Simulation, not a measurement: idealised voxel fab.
process module | voxel trench capacitor
cross-section cut | 245 nm wide | cells 5 nm
A cross-section is a grid of square cells, given in bands from the top down. A band is one or more rows of cells.
Each band's line starts with the height of the band's top and of its bottom, in nm. Then come its materials from left to right, each with its width in nm. One material with "throughout" fills the band from edge to edge. "air" is empty space.
Height 0 is the level under which the wafer as received is all one material. The lowest band goes on downwards, as in "0 down".
A width such as "30 to 40" changes by the same amount from each row of cells to the next, from the band's top row to its bottom row.
"no change" after a step means that no cell of the cross-section changed.
closed voids: empty space of 8 cells or more with no open way to the top, each as width x height at its distance from the left edge, in nm
after a step's settings: what the simulator itself notes on the step
overlay nm, on a step with a mask: how far to the right of its planned place the mask lay; to the left if negative
plan
1 op RECEIVE | material Si
2 op CONFORMAL_DEP | material SiN | thk nm 10
3 op MASKED_ETCH | tone open | mask id TRENCH | width nm 20 | pitch nm 40 | etch materials SiN | depth nm 10 | overlay nm 0
4 op MASKED_ETCH | tone open | mask id TRENCH | width nm 20 | pitch nm 40 | etch materials Si | depth nm 20 | overlay nm 0
5 op CONFORMAL_DEP | material SiO2 | thk nm 5
6 op FILL_DEP | material polySi | thk nm 10
7 op CMP | height nm 10
varied across the wafers: depth nm of step 4. The plan shows the first wafer's value. All wafers start alike
first wafer as received, after step 1
  0 down: Si throughout
  closed voids: none
first wafer at the end, after step 7
  10 to 0: SiN 90 | SiO2 5 | polySi 10 | SiO2 5 | SiN 20 | SiO2 5 | polySi 10 | SiO2 5 | SiN 95
  0 to -15: Si 90 | SiO2 5 | polySi 10 | SiO2 5 | Si 20 | SiO2 5 | polySi 10 | SiO2 5 | Si 95
  -15 to -20: Si 90 | SiO2 20 | Si 20 | SiO2 20 | Si 95
  -20 down: Si throughout
  closed voids: none
last wafer at the end
  10 to 0: SiN 90 | SiO2 5 | polySi 10 | SiO2 5 | SiN 20 | SiO2 5 | polySi 10 | SiO2 5 | SiN 95
  0 to -40: Si 90 | SiO2 5 | polySi 10 | SiO2 5 | Si 20 | SiO2 5 | polySi 10 | SiO2 5 | Si 95
  -40 to -45: Si 90 | SiO2 20 | Si 20 | SiO2 20 | Si 95
  -45 down: Si throughout
  closed voids: none
each wafer at the end: cells of each material gained (+) or lost (-) since it was received, then its closed voids
depth nm 20 | -32 Si | +82 SiN | +28 SiO2 | +20 polySi | closed voids: none
depth nm 25 | -40 Si | +82 SiN | +32 SiO2 | +24 polySi | closed voids: none
depth nm 30 | -48 Si | +82 SiN | +36 SiO2 | +28 polySi | closed voids: none
depth nm 35 | -56 Si | +82 SiN | +40 SiO2 | +32 polySi | closed voids: none
depth nm 40 | -64 Si | +82 SiN | +44 SiO2 | +36 polySi | closed voids: none
depth nm 45 | -72 Si | +82 SiN | +48 SiO2 | +40 polySi | closed voids: none
